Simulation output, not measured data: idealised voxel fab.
Title: Process Module voxel self aligned contacts
Square cells of 5 nm make up the cross-section cut, whose width is 205 nm.
A cross-section is a grid of square cells, given in bands from the top down. A band is one or more rows of cells.
Quick guide to a band line: top height, bottom height (nm) up front; then every material left to right with its width in nm. Only one material and it's marked "full width"? Then it fills the band edge to edge. And "air" just means empty space.
Where do heights start? At 0: under that level the wafer as delivered is made of one material only. And the lowest band has no floor; it just carries on downward, as in "from 0 down".
With a width like "30->40", each row of cells in the band differs from the next by the same amount, the top row carrying the first number and the bottom row the second.
No cell of the cross-section changed in a step that is given as "nothing got changed".
The entry "Sealed-off cavities" lists the empty spaces that cover at least 8 cells and have no open path to the top. Each is written as width x height at distance, where the distance is measured from the left edge and all three values are in nm.
That trailing text on a step's line, after the settings, is the simulator's own remark on the step.
"overlay nm", when on a step's line for a step with a mask, measures how far to the right of its planned place the mask lay; a negative measure means to the left.

STEPS PLANNED FOR THE PROCESS
1) RECEIVE [material Si]
2) CONFORMAL_DEP [material SiO2] [thk nm 5]
3) DIRECTIONAL_DEP [material polySi] [thk nm 25]
4) DIRECTIONAL_DEP [material SiN] [thk nm 20]
5) PATTERN [tone cover] [mask id GATE] [material resist] [width nm 35] [pitch nm 70] [thk nm 15] [overlay nm 0]
6) DIRECTIONAL_ETCH [etch materials SiN] [depth nm 20]
7) DIRECTIONAL_ETCH [etch materials polySi] [depth nm 25]
8) STRIP [etch materials resist]
9) CONFORMAL_DEP [material SiN] [thk nm 5]
10) DIRECTIONAL_ETCH [etch materials SiN] [depth nm 5]
11) FILL_DEP [material SiO2] [thk nm 10]
12) CMP [height nm 55]
13) DIRECTIONAL_DEP [material aC] [thk nm 10]
14) PATTERN [tone open] [mask id CONTACT] [material resist] [width nm 55] [pitch nm 70] [thk nm 25] [overlay nm 0]
15) DIRECTIONAL_ETCH [etch materials aC] [depth nm 10]
16) STRIP [etch materials resist]
17) DIRECTIONAL_ETCH [etch materials SiO2] [depth nm 55]
18) STRIP [etch materials aC]
19) CONFORMAL_DEP [material TiN] [thk nm 5]
20) FILL_DEP [material Ru] [thk nm 5]
21) CMP [height nm 55]
22) CONFORMAL_DEP [material SiN] [thk nm 5]

RECEIVED-STATE CROSS-SECTION, REFLECTING COMPLETION OF STEP 1
	from 0 down = Si full width
	Sealed-off cavities: none

FIRST OF TWO WAFERS, END-OF-MODULE SECTION, RUN FOLLOWED PLAN
	from 60 to 55 = SiN full width
	from 55 to 50 = SiO2 40 nm, then TiN 20 nm, then Ru 15 nm, then TiN 20 nm, then SiO2 15 nm, then TiN 20 nm, then Ru 15 nm, then TiN 20 nm, then SiO2 40 nm
	from 50 to 30 = SiO2 10 nm, then SiN 45 nm, then TiN 5 nm, then Ru 15 nm, then TiN 5 nm, then SiN 45 nm, then TiN 5 nm, then Ru 15 nm, then TiN 5 nm, then SiN 45 nm, then SiO2 10 nm
	from 30 to 5 = SiO2 10 nm, then SiN 5 nm, then polySi 35 nm, then SiN 5 nm, then TiN 5 nm, then Ru 15 nm, then TiN 5 nm, then SiN 5 nm, then polySi 35 nm, then SiN 5 nm, then TiN 5 nm, then Ru 15 nm, then TiN 5 nm, then SiN 5 nm, then polySi 35 nm, then SiN 5 nm, then SiO2 10 nm
	from 5 to 0 = SiO2 55 nm, then TiN 25 nm, then SiO2 45 nm, then TiN 25 nm, then SiO2 55 nm
	from 0 down = Si full width
	Sealed-off cavities: none

CROSS-SECTION OF THE LATTER OF THE TWO WAFERS AT MODULE COMPLETION. IT HAD AN IDENTICAL START AND AN IDENTICAL PLAN TO THE FORMER; IN RUNNING IT, ONE MISTAKE WAS MADE
	from 60 to 55 = SiN full width
	from 55 to 50 = SiO2 40 nm, then TiN 15 nm, then Ru 25 nm, then TiN 15 nm, then SiO2 15 nm, then TiN 15 nm, then Ru 25 nm, then TiN 15 nm, then SiO2 40 nm
	from 50 to 30 = SiO2 15 nm, then SiN 35 nm, then TiN 5 nm, then Ru 25 nm, then TiN 5 nm, then SiN 35 nm, then TiN 5 nm, then Ru 25 nm, then TiN 5 nm, then SiN 35 nm, then SiO2 15 nm
	from 30 to 5 = SiO2 15 nm, then SiN 5 nm, then polySi 25 nm, then SiN 5 nm, then TiN 5 nm, then Ru 25 nm, then TiN 5 nm, then SiN 5 nm, then polySi 25 nm, then SiN 5 nm, then TiN 5 nm, then Ru 25 nm, then TiN 5 nm, then SiN 5 nm, then polySi 25 nm, then SiN 5 nm, then SiO2 15 nm
	from 5 to 0 = SiO2 50 nm, then TiN 35 nm, then SiO2 35 nm, then TiN 35 nm, then SiO2 50 nm
	from 0 down = Si full width
	Sealed-off cavities: none
What broke from the plan during processing? step 5 changed vs plan, executed as PATTERN [tone cover] [mask id GATE] [material resist] [width nm 25] [pitch nm 70] [thk nm 15] [overlay nm 0]
End of process, cell counts, second wafer against first, materials with more or fewer: Ru +40; SiN -24; SiO2 +14; polySi -30
